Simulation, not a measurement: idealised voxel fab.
process module | voxel released beams
cross-section cut | 270 nm wide | cells 5 nm
A cross-section is a grid of square cells, given in bands from the top down. A band is one or more rows of cells.
Each band's line starts with the height of the band's top and of its bottom, in nm. Then come its materials from left to right, each with its width in nm. One material with "throughout" fills the band from edge to edge. "air" is empty space.
Height 0 is the level under which the wafer as received is all one material. The lowest band goes on downwards, as in "0 down".
A width such as "30 to 40" changes by the same amount from each row of cells to the next, from the band's top row to its bottom row.
"no change" after a step means that no cell of the cross-section changed.
closed voids: empty space of 8 cells or more with no open way to the top, each as width x height at its distance from the left edge, in nm
after a step's settings: what the simulator itself notes on the step
overlay nm, on a step with a mask: how far to the right of its planned place the mask lay; to the left if negative
plan
1 op RECEIVE | material Si
2 op CONFORMAL_DEP | material Al2O3 | thk nm 10
3 op DIRECTIONAL_DEP | material SiO2 | thk nm 10
4 op PATTERN | tone open | mask id ANCHOR | material resist | width nm 40 | thk nm 20 | overlay nm 0
5 op DIRECTIONAL_ETCH | etch materials SiO2 | depth nm 10
6 op STRIP | etch materials resist
7 op CONFORMAL_DEP | material SiN | thk nm 15
8 op DIRECTIONAL_DEP | material aC | thk nm 15
9 op PATTERN | tone cover | mask id BEAM | material resist | width nm 110 | thk nm 35 | overlay nm 0
10 op DIRECTIONAL_ETCH | etch materials aC | depth nm 15
11 op STRIP | etch materials resist
12 op DIRECTIONAL_ETCH | etch materials SiN | depth nm 15
13 op STRIP | etch materials aC
14 op STRIP | etch materials SiO2
first wafer, as planned
as received, after step 1
  0 down: Si throughout
  closed voids: none
after step 2
  10 to 0: Al2O3 throughout
  below 0: unchanged
after step 3
  20 to 10: SiO2 throughout
  below 10: unchanged
after step 4
  40 to 20: resist 80 | air 40 | resist 150
  below 20: unchanged
after step 5
  40 to 20: resist 80 | air 40 | resist 150
  20 to 10: SiO2 80 | air 40 | SiO2 150
  below 10: unchanged
after step 6
  20 to 10: SiO2 80 | air 40 | SiO2 150
  below 10: unchanged
after step 7
  35 to 25: SiN 95 | air 10 | SiN 165
  25 to 20: SiN throughout
  20 to 10: SiO2 80 | SiN 40 | SiO2 150
  below 10: unchanged
after step 8
  50 to 40: aC 95 | air 10 | aC 165
  40 to 35: aC throughout
  35 to 25: SiN 95 | aC 10 | SiN 165
  below 25: unchanged
after step 9
  85 to 50: air 75 | resist 110 | air 85
  50 to 40: aC 95 | resist 10 | aC 165
  below 40: unchanged
after step 10
  70 to 50: air 75 | resist 110 | air 85
  50 to 40: air 75 | aC 20 | resist 10 | aC 80 | air 85
  40 to 35: air 75 | aC 110 | air 85
  below 35: unchanged
after step 11
  50 to 40: air 75 | aC 20 | air 10 | aC 80 | air 85
  below 40: unchanged
after step 12
  50 to 40: air 75 | aC 20 | air 10 | aC 80 | air 85
  40 to 35: air 75 | aC 110 | air 85
  35 to 25: air 75 | SiN 20 | aC 10 | SiN 80 | air 85
  25 to 20: air 75 | SiN 110 | air 85
  below 20: unchanged
after step 13
  35 to 25: air 75 | SiN 20 | air 10 | SiN 80 | air 85
  below 25: unchanged
after step 14
  35 to 25: air 75 | SiN 20 | air 10 | SiN 80 | air 85
  25 to 20: air 75 | SiN 110 | air 85
  20 to 10: air 80 | SiN 40 | air 150
  below 10: unchanged
second wafer: like start, like plan, one mistake. Through step 3 it matches the first wafer
when step 4 should have ended
  40 to 20: air 80 | resist 40 | air 150
  below 20: unchanged
when step 5 should have ended
  40 to 20: air 80 | resist 40 | air 150
  20 to 10: air 80 | SiO2 40 | air 150
  below 10: unchanged
when step 6 should have ended
  20 to 10: air 80 | SiO2 40 | air 150
  below 10: unchanged
when step 7 should have ended
  35 to 25: air 65 | SiN 70 | air 135
  25 to 20: SiN throughout
  20 to 10: SiN 80 | SiO2 40 | SiN 150
  below 10: unchanged
when step 8 should have ended
  50 to 40: air 65 | aC 70 | air 135
  40 to 35: aC throughout
  35 to 25: aC 65 | SiN 70 | aC 135
  below 25: unchanged
when step 9 should have ended
  85 to 50: air 75 | resist 110 | air 85
  50 to 40: air 65 | aC 70 | resist 50 | air 85
  below 40: unchanged
when step 10 should have ended
  70 to 50: air 75 | resist 110 | air 85
  50 to 40: air 75 | aC 60 | resist 50 | air 85
  40 to 35: air 75 | aC 110 | air 85
  35 to 25: air 65 | SiN 70 | aC 50 | air 85
  below 25: unchanged
when step 11 should have ended
  50 to 40: air 75 | aC 60 | air 135
  below 40: unchanged
when step 12 should have ended
  50 to 40: air 75 | aC 60 | air 135
  40 to 35: air 75 | aC 110 | air 85
  35 to 25: air 75 | SiN 60 | aC 50 | air 85
  25 to 20: air 75 | SiN 110 | air 85
  20 to 10: air 65 | SiN 15 | SiO2 40 | SiN 65 | air 85
  below 10: unchanged
when step 13 should have ended
  35 to 25: air 75 | SiN 60 | air 135
  below 25: unchanged
when step 14 should have ended: no change
what went wrong: step 4 ran as: op PATTERN | tone cover | mask id ANCHOR | material resist | width nm 40 | thk nm 20 | overlay nm 0
at the end the second wafer has, in cells: 16 more of SiO2
